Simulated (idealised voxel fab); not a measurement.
Title: Process Module voxel transistor to metal
Square cells of 5 nm make up the cross-section cut, whose width is 170 nm.
Bands, listed from the top down, are how a cross-section gets written in this document; the cross-section itself is a grid of square cells, and a band is one or more rows of them. Band: top and bottom heights (nm) first, top before bottom; then materials from left to right, widths in nm. "throughout" marks a sole material filling the band edge to edge. "air" denotes empty space. All heights in this document are referenced to 0, defined as the level beneath which the wafer, as received, consists entirely of one material. The lowest band is not bounded below; it extends indefinitely downward and is written in the form "top 0, no bottom". With a width like "30 to 40", each row of cells in the band differs from the next by the same amount, the top row carrying the first number and the bottom row the second. "no change occurred" for a step: no cell of the cross-section changed in that step. Enclosed voids (no open way to top), threshold 8 cells or more, entry "Catalogued sealed voids", notation width x height at distance, distance from left edge, nm. Text after the settings on a step's line: the simulator's own remark on that step. On any step carrying a mask, the "overlay nm" setting, if present on the step's line, tells how far right of its planned place the mask lay; negative values point to the left.
## This section lists the process steps that were planned
- 1: RECEIVE,material Si
- 2: OXIDIZE,depth nm 5
- 3: CONFORMAL_DEP,material SiN,thk nm 10
- 4: MASKED_ETCH,tone cover,mask id ACTIVE,width nm 110,etch materials SiN,depth nm 10,overlay nm 0
- 5: MASKED_ETCH,tone cover,mask id ACTIVE,width nm 110,etch materials SiO2,depth nm 5,overlay nm 0
- 6: MASKED_ETCH,tone cover,mask id ACTIVE,width nm 110,etch materials Si,depth nm 20,overlay nm 0
- 7: OXIDIZE,depth nm 5
- 8: FILL_DEP,material SiO2,thk nm 15
- 9: CMP,height nm 10
- 10: SELECTIVE_ETCH,etch materials SiO2,depth nm 10
- 11: STRIP,etch materials SiN
- 12: SELECTIVE_ETCH,etch materials SiO2,depth nm 5
- 13: OXIDIZE,depth nm 5
- 14: DIRECTIONAL_DEP,material polySi,thk nm 20
- 15: DIRECTIONAL_DEP,material SiCN,thk nm 10
- 16: DIRECTIONAL_DEP,material aC,thk nm 15
- 17: PATTERN,tone cover,mask id GATE,material resist,width nm 30,thk nm 35,overlay nm 0
- 18: DIRECTIONAL_ETCH,etch materials aC,depth nm 15
- 19: STRIP,etch materials resist
- 20: DIRECTIONAL_ETCH,etch materials SiCN,depth nm 20
- 21: DIRECTIONAL_ETCH,etch materials polySi,depth nm 30
- 22: STRIP,etch materials aC
- 23: CONFORMAL_DEP,material SiO2,thk nm 5
- 24: DIRECTIONAL_ETCH,etch materials SiO2,depth nm 5
- 25: CONFORMAL_DEP,material SiN,thk nm 5
- 26: DIRECTIONAL_ETCH,etch materials SiN,depth nm 5
- 27: DIRECTIONAL_ETCH,etch materials SiO2,depth nm 5
- 28: DIRECTIONAL_ETCH,etch materials Si,depth nm 10
- 29: EPI,material SiGe,thk nm 15
- 30: FILL_DEP,material SiO2,thk nm 10
- 31: CMP,height nm 15
- 32: STRIP,etch materials polySi
- 33: SELECTIVE_ETCH,etch materials SiO2,depth nm 5
- 34: CONFORMAL_DEP,material HfO2,thk nm 5
- 35: CONFORMAL_DEP,material TiN,thk nm 5
- 36: FILL_DEP,material W,thk nm 5
- 37: CMP,height nm 10
- 38: DIRECTIONAL_DEP,material SiO2,thk nm 10
- 39: MASKED_ETCH,tone open,mask id CONTACT,width nm 20,pitch nm 80,etch materials SiO2,depth nm 25,overlay nm 0
- 40: CONFORMAL_DEP,material TiN,thk nm 5
- 41: FILL_DEP,material W,thk nm 10
- 42: CMP,height nm 20
- 43: DIRECTIONAL_DEP,material TiN,thk nm 5
- 44: DIRECTIONAL_DEP,material W,thk nm 20
- 45: PATTERN,tone cover,mask id METAL_1,material resist,width nm 20,pitch nm 80,thk nm 20,overlay nm 0
- 46: DIRECTIONAL_ETCH,etch materials W,depth nm 20
- 47: DIRECTIONAL_ETCH,etch materials TiN,depth nm 5
- 48: STRIP,etch materials resist
- 49: CONFORMAL_DEP,material SiN,thk nm 5
- 50: FILL_DEP,material lowk,thk nm 10
- 51: CMP,height nm 45
- 52: CONFORMAL_DEP,material SiN,thk nm 5
## Delivered wafer in cross-section: state after step 1
> top 0, no bottom = Si throughout
> Catalogued sealed voids: none
## Cross-section taken at module completion on the first of two wafers; processed per the plan
> top 50, bottom 45 = SiN throughout
> top 45, bottom 25 = lowk: 30; SiN: 5; W: 20; SiN: 5; lowk: 50; SiN: 5; W: 20; SiN: 5; lowk: 30
> top 25, bottom 20 = SiN: 35; TiN: 20; SiN: 60; TiN: 20; SiN: 35
> top 20, bottom 10 = SiO2: 35; TiN: 5; W: 10; TiN: 5; SiO2: 60; TiN: 5; W: 10; TiN: 5; SiO2: 35
> top 10, bottom 5 = SiO2: 35; TiN: 20; SiO2: 5; SiN: 5; HfO2: 5; TiN: 5; W: 20; TiN: 5; HfO2: 5; SiN: 5; SiO2: 5; TiN: 20; SiO2: 35
> top 5, bottom 0 = SiO2: 35; TiN: 10; SiGe: 15; SiN: 5; HfO2: 5; TiN: 5; W: 20; TiN: 5; HfO2: 5; SiN: 5; SiGe: 15; TiN: 10; SiO2: 35
> top 0, bottom -5 = SiO2: 35; TiN: 10; SiGe: 15; SiN: 5; HfO2: 5; TiN: 30; HfO2: 5; SiN: 5; SiGe: 15; TiN: 10; SiO2: 35
> top -5, bottom -10 = SiO2: 30; SiGe: 30; SiO2: 5; HfO2: 40; SiO2: 5; SiGe: 30; SiO2: 30
> top -10, bottom -20 = SiO2: 35; SiGe: 25; Si: 50; SiGe: 25; SiO2: 35
> top -20, bottom -30 = SiO2: 35; Si: 100; SiO2: 35
> top -30, no bottom = Si throughout
> Catalogued sealed voids: none
## End-of-module cross-section of the second wafer: identical starting point and process plan to the first, with one processing mistake
> top 50, bottom 45 = SiN throughout
> top 45, bottom 25 = lowk: 30; SiN: 5; W: 20; SiN: 5; lowk: 50; SiN: 5; W: 20; SiN: 5; lowk: 30
> top 25, bottom 20 = SiN: 35; TiN: 20; SiN: 60; TiN: 20; SiN: 35
> top 20, bottom 10 = SiO2: 35; TiN: 5; W: 15; TiN: 5; SiO2: 55; TiN: 5; W: 15; TiN: 5; SiO2: 30
> top 10, bottom 5 = SiO2: 35; TiN: 25; SiN: 5; HfO2: 5; TiN: 5; W: 20; TiN: 5; HfO2: 5; SiN: 5; SiO2: 5; TiN: 15; W: 5; TiN: 5; SiO2: 30
> top 5, bottom 0 = SiO2: 35; TiN: 10; SiGe: 15; SiN: 5; HfO2: 5; TiN: 5; W: 20; TiN: 5; HfO2: 5; SiN: 5; SiGe: 15; TiN: 5; W: 5; TiN: 5; SiO2: 30
> top 0, bottom -5 = SiO2: 35; TiN: 10; SiGe: 15; SiN: 5; HfO2: 5; TiN: 30; HfO2: 5; SiN: 5; SiGe: 15; TiN: 15; SiO2: 30
> top -5, bottom -10 = SiO2: 30; SiGe: 30; SiO2: 5; HfO2: 40; SiO2: 5; SiGe: 30; SiO2: 30
> top -10, bottom -20 = SiO2: 35; SiGe: 25; Si: 50; SiGe: 25; SiO2: 35
> top -20, bottom -30 = SiO2: 35; Si: 100; SiO2: 35
> top -30, no bottom = Si throughout
> Catalogued sealed voids: none
So what did we get wrong on this run? step 39 ran with different settings than intended, the actual operation and settings being MASKED_ETCH,tone open,mask id CONTACT,width nm 25,pitch nm 80,etch materials SiO2,depth nm 25,overlay nm 0
Final cells, second wafer relative to first, materials higher or lower: SiO2: 8 fewer | TiN: 2 more | W: 6 more
